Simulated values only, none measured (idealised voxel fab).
A process module follows: voxel quadruple lines.
Xsec cut, 230 nm wide, square cell size 5 nm.
Cross-section spec: square-cell grid; bands listed top down; each band is one or more rows.
First you get the band's top height and its bottom height, in nm, and then the materials it's made of, left to right, with each width in nm. If you see a single material with "throughout", that one covers the band edge to edge. "blank" is empty space.
Measure heights from 0. That's the level where, below it, the as-received wafer is all one material. The lowest band is bottomless and extends downward; write it as in "0 down".
Width: "30->40" (first number = top row, second number = bottom row, same change from row to row of cells).
No cell of the cross-section changed in a step that is given as "changes: none".
"Closed internal cavities" means: voids of 8 cells or more that are shut off from the top with no open way through. Written width x height at distance, distance from the left edge, in nm.
Heads up: the bit after the settings on a step's line is the simulator's remark on that step.
The "overlay nm" setting may appear on a step's line; for a step that uses a mask, it gives how far to the right of its planned position the mask lay, and a negative value indicates the left.

Listed below are the process steps as planned
1,RECEIVE [material Si]
2,CONFORMAL_DEP [material SiO2] [thk nm 5]
3,DIRECTIONAL_DEP [material W] [thk nm 15]
4,DIRECTIONAL_DEP [material polySi] [thk nm 20]
5,DIRECTIONAL_DEP [material aC] [thk nm 20]
6,PATTERN [tone cover] [mask id MANDREL] [material resist] [width nm 30] [pitch nm 80] [thk nm 25] [overlay nm 0]
7,DIRECTIONAL_ETCH [etch materials aC] [depth nm 20]
8,STRIP [etch materials resist]
9,CONFORMAL_DEP [material SiO2] [thk nm 10]
10,DIRECTIONAL_ETCH [etch materials SiO2] [depth nm 10]
11,STRIP [etch materials aC]
12,DIRECTIONAL_ETCH [etch materials polySi] [depth nm 20]
13,STRIP [etch materials SiO2]
14,CONFORMAL_DEP [material SiCN] [thk nm 10]
15,DIRECTIONAL_ETCH [etch materials SiCN] [depth nm 10]
16,STRIP [etch materials polySi]
17,DIRECTIONAL_ETCH [etch materials W] [depth nm 15]
18,STRIP [etch materials SiCN]
19,FILL_DEP [material SiO2] [thk nm 5]
20,CMP [height nm 20]

First of two wafers - as planned

The cross-section here shows the wafer as received, i.e. in its state after step 1
> 0 down | Si throughout
> Closed internal cavities: none

The wafer in cross-section once step 2 is complete
> 5 to 0 | SiO2 throughout
> For the remainder of the cross-section, below 0, there is no change.

The wafer in cross-section once step 3 is complete
> 20 to 5 | W throughout
> For the remainder of the cross-section, below 5, there is no change.

The wafer in cross-section once step 4 is complete
> 40 to 20 | polySi throughout
> For the remainder of the cross-section, below 20, there is no change.

The wafer in cross-section once step 5 is complete
> 60 to 40 | aC throughout
> For the remainder of the cross-section, below 40, there is no change.

The wafer in cross-section once step 6 is complete
> 85 to 60 | 60 nm blank / 30 nm resist / 50 nm blank / 30 nm resist / 60 nm blank
> For the remainder of the cross-section, below 60, there is no change.

The wafer in cross-section once step 7 is complete
> 65 to 60 | 60 nm blank / 30 nm resist / 50 nm blank / 30 nm resist / 60 nm blank
> 60 to 40 | 60 nm blank / 30 nm aC / 50 nm blank / 30 nm aC / 60 nm blank
> For the remainder of the cross-section, below 40, there is no change.

The wafer in cross-section once step 8 is complete
> 60 to 40 | 60 nm blank / 30 nm aC / 50 nm blank / 30 nm aC / 60 nm blank
> For the remainder of the cross-section, below 40, there is no change.

The wafer in cross-section once step 9 is complete
> 70 to 60 | 50 nm blank / 50 nm SiO2 / 30 nm blank / 50 nm SiO2 / 50 nm blank
> 60 to 50 | 50 nm blank / 10 nm SiO2 / 30 nm aC / 10 nm SiO2 / 30 nm blank / 10 nm SiO2 / 30 nm aC / 10 nm SiO2 / 50 nm blank
> 50 to 40 | 60 nm SiO2 / 30 nm aC / 50 nm SiO2 / 30 nm aC / 60 nm SiO2
> For the remainder of the cross-section, below 40, there is no change.

The wafer in cross-section once step 10 is complete
> 60 to 40 | 50 nm blank / 10 nm SiO2 / 30 nm aC / 10 nm SiO2 / 30 nm blank / 10 nm SiO2 / 30 nm aC / 10 nm SiO2 / 50 nm blank
> For the remainder of the cross-section, below 40, there is no change.

The wafer in cross-section once step 11 is complete
> 60 to 40 | 50 nm blank / 10 nm SiO2 / 30 nm blank / 10 nm SiO2 / 30 nm blank / 10 nm SiO2 / 30 nm blank / 10 nm SiO2 / 50 nm blank
> For the remainder of the cross-section, below 40, there is no change.

The wafer in cross-section once step 12 is complete
> 60 to 40 | 50 nm blank / 10 nm SiO2 / 30 nm blank / 10 nm SiO2 / 30 nm blank / 10 nm SiO2 / 30 nm blank / 10 nm SiO2 / 50 nm blank
> 40 to 20 | 50 nm blank / 10 nm polySi / 30 nm blank / 10 nm polySi / 30 nm blank / 10 nm polySi / 30 nm blank / 10 nm polySi / 50 nm blank
> For the remainder of the cross-section, below 20, there is no change.

The wafer in cross-section once step 13 is complete
> 40 to 20 | 50 nm blank / 10 nm polySi / 30 nm blank / 10 nm polySi / 30 nm blank / 10 nm polySi / 30 nm blank / 10 nm polySi / 50 nm blank
> For the remainder of the cross-section, below 20, there is no change.

The wafer in cross-section once step 14 is complete
> 50 to 40 | 40 nm blank / 30 nm SiCN / 10 nm blank / 30 nm SiCN / 10 nm blank / 30 nm SiCN / 10 nm blank / 30 nm SiCN / 40 nm blank
> 40 to 30 | 40 nm blank / 10 nm SiCN / 10 nm polySi / 10 nm SiCN / 10 nm blank / 10 nm SiCN / 10 nm polySi / 10 nm SiCN / 10 nm blank / 10 nm SiCN / 10 nm polySi / 10 nm SiCN / 10 nm blank / 10 nm SiCN / 10 nm polySi / 10 nm SiCN / 40 nm blank
> 30 to 20 | 50 nm SiCN / 10 nm polySi / 30 nm SiCN / 10 nm polySi / 30 nm SiCN / 10 nm polySi / 30 nm SiCN / 10 nm polySi / 50 nm SiCN
> For the remainder of the cross-section, below 20, there is no change.

The wafer in cross-section once step 15 is complete
> 40 to 20 | 40 nm blank / 10 nm SiCN / 10 nm polySi / 10 nm SiCN / 10 nm blank / 10 nm SiCN / 10 nm polySi / 10 nm SiCN / 10 nm blank / 10 nm SiCN / 10 nm polySi / 10 nm SiCN / 10 nm blank / 10 nm SiCN / 10 nm polySi / 10 nm SiCN / 40 nm blank
> For the remainder of the cross-section, below 20, there is no change.

The wafer in cross-section once step 16 is complete
> 40 to 20 | 40 nm blank / 10 nm SiCN / 10 nm blank / 10 nm SiCN / 10 nm blank / 10 nm SiCN / 10 nm blank / 10 nm SiCN / 10 nm blank / 10 nm SiCN / 10 nm blank / 10 nm SiCN / 10 nm blank / 10 nm SiCN / 10 nm blank / 10 nm SiCN / 40 nm blank
> For the remainder of the cross-section, below 20, there is no change.

The wafer in cross-section once step 17 is complete
> 40 to 20 | 40 nm blank / 10 nm SiCN / 10 nm blank / 10 nm SiCN / 10 nm blank / 10 nm SiCN / 10 nm blank / 10 nm SiCN / 10 nm blank / 10 nm SiCN / 10 nm blank / 10 nm SiCN / 10 nm blank / 10 nm SiCN / 10 nm blank / 10 nm SiCN / 40 nm blank
> 20 to 5 | 40 nm blank / 10 nm W / 10 nm blank / 10 nm W / 10 nm blank / 10 nm W / 10 nm blank / 10 nm W / 10 nm blank / 10 nm W / 10 nm blank / 10 nm W / 10 nm blank / 10 nm W / 10 nm blank / 10 nm W / 40 nm blank
> For the remainder of the cross-section, below 5, there is no change.

The wafer in cross-section once step 18 is complete
> 20 to 5 | 40 nm blank / 10 nm W / 10 nm blank / 10 nm W / 10 nm blank / 10 nm W / 10 nm blank / 10 nm W / 10 nm blank / 10 nm W / 10 nm blank / 10 nm W / 10 nm blank / 10 nm W / 10 nm blank / 10 nm W / 40 nm blank
> For the remainder of the cross-section, below 5, there is no change.

The wafer in cross-section once step 19 is complete
> 25 to 20 | SiO2 throughout
> 20 to 5 | 40 nm SiO2 / 10 nm W / 10 nm SiO2 / 10 nm W / 10 nm SiO2 / 10 nm W / 10 nm SiO2 / 10 nm W / 10 nm SiO2 / 10 nm W / 10 nm SiO2 / 10 nm W / 10 nm SiO2 / 10 nm W / 10 nm SiO2 / 10 nm W / 40 nm SiO2
> For the remainder of the cross-section, below 5, there is no change.

The wafer in cross-section once step 20 is complete
> 20 to 5 | 40 nm SiO2 / 10 nm W / 10 nm SiO2 / 10 nm W / 10 nm SiO2 / 10 nm W / 10 nm SiO2 / 10 nm W / 10 nm SiO2 / 10 nm W / 10 nm SiO2 / 10 nm W / 10 nm SiO2 / 10 nm W / 10 nm SiO2 / 10 nm W / 40 nm SiO2
> For the remainder of the cross-section, below 5, there is no change.

Wafer two. Same start, same plan, one slip in execution. Same as wafer one through step 18, inclusive

Planned end of step 19: second wafer, cross-section
> 30 to 20 | SiO2 throughout
> 20 to 5 | 40 nm SiO2 / 10 nm W / 10 nm SiO2 / 10 nm W / 10 nm SiO2 / 10 nm W / 10 nm SiO2 / 10 nm W / 10 nm SiO2 / 10 nm W / 10 nm SiO2 / 10 nm W / 10 nm SiO2 / 10 nm W / 10 nm SiO2 / 10 nm W / 40 nm SiO2
> For the remainder of the cross-section, below 5, there is no change.

Planned end of step 20: second wafer, cross-section
> 20 to 5 | 40 nm SiO2 / 10 nm W / 10 nm SiO2 / 10 nm W / 10 nm SiO2 / 10 nm W / 10 nm SiO2 / 10 nm W / 10 nm SiO2 / 10 nm W / 10 nm SiO2 / 10 nm W / 10 nm SiO2 / 10 nm W / 10 nm SiO2 / 10 nm W / 40 nm SiO2
> For the remainder of the cross-section, below 5, there is no change.
What broke from the plan during processing? step 19 was run twice
Final cross-sections of the two wafers are identical, so the mistake has no effect on what this model computes.
